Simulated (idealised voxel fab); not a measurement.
process module | voxel air gaps
cross-section cut | 255 nm wide | cells 5 nm
A cross-section is a grid of square cells, given in bands from the top down. A band is one or more rows of cells.
Each band's line starts with the height of the band's top and of its bottom, in nm. Then come its materials from left to right, each with its width in nm. One material with "throughout" fills the band from edge to edge. "air" is empty space.
Height 0 is the level under which the wafer as received is all one material. The lowest band goes on downwards, as in "0 down".
A width such as "30 to 40" changes by the same amount from each row of cells to the next, from the band's top row to its bottom row.
"no change" after a step means that no cell of the cross-section changed.
closed voids: empty space of 8 cells or more with no open way to the top, each as width x height at its distance from the left edge, in nm
after a step's settings: what the simulator itself notes on the step
overlay nm, on a step with a mask: how far to the right of its planned place the mask lay; to the left if negative
plan
1 op RECEIVE | material Si
2 op CONFORMAL_DEP | material SiO2 | thk nm 15
3 op CONFORMAL_DEP | material SiN | thk nm 5
4 op DIRECTIONAL_DEP | material lowk | thk nm 35
5 op DIRECTIONAL_DEP | material aC | thk nm 10
6 op PATTERN | tone open | mask id LINES | material resist | width nm 25 | pitch nm 55 | thk nm 25 | overlay nm -15
7 op DIRECTIONAL_ETCH | etch materials aC | depth nm 10
8 op STRIP | etch materials resist
9 op DIRECTIONAL_ETCH | etch materials lowk | depth nm 35
10 op STRIP | etch materials aC
11 op CONFORMAL_DEP | material TiN | thk nm 5
12 op FILL_DEP | material W | thk nm 5
13 op CMP | height nm 55
14 op EPI | material Ru | thk nm 10
15 op SELECTIVE_ETCH | etch materials lowk | depth nm 45
16 op CONFORMAL_DEP | material SiN | thk nm 5
varied across the wafers: overlay nm of step 6. The plan shows the first wafer's value. All wafers start alike
first wafer as received, after step 1
  0 down: Si throughout
  closed voids: none
each wafer at the end: cells of each material gained (+) or lost (-) since it was received, then its closed voids
overlay nm -15 | +54 Ru | +180 SiN | +153 SiO2 | +51 TiN | +54 W | closed voids: 20 x 25 at 75; 20 x 25 at 130
overlay nm -10 | +54 Ru | +180 SiN | +153 SiO2 | +51 TiN | +54 W | closed voids: 20 x 25 at 80; 20 x 25 at 135
overlay nm -5 | +54 Ru | +180 SiN | +153 SiO2 | +51 TiN | +54 W | closed voids: 20 x 25 at 85; 20 x 25 at 140
overlay nm 0 | +54 Ru | +180 SiN | +153 SiO2 | +51 TiN | +54 W | closed voids: 20 x 25 at 90; 20 x 25 at 145
overlay nm 5 | +54 Ru | +180 SiN | +153 SiO2 | +51 TiN | +54 W | closed voids: 20 x 25 at 95; 20 x 25 at 150
overlay nm 10 | +54 Ru | +180 SiN | +153 SiO2 | +51 TiN | +54 W | closed voids: 20 x 25 at 100; 20 x 25 at 155
overlay nm 15 | +54 Ru | +180 SiN | +153 SiO2 | +51 TiN | +54 W | closed voids: 20 x 25 at 105; 20 x 25 at 160
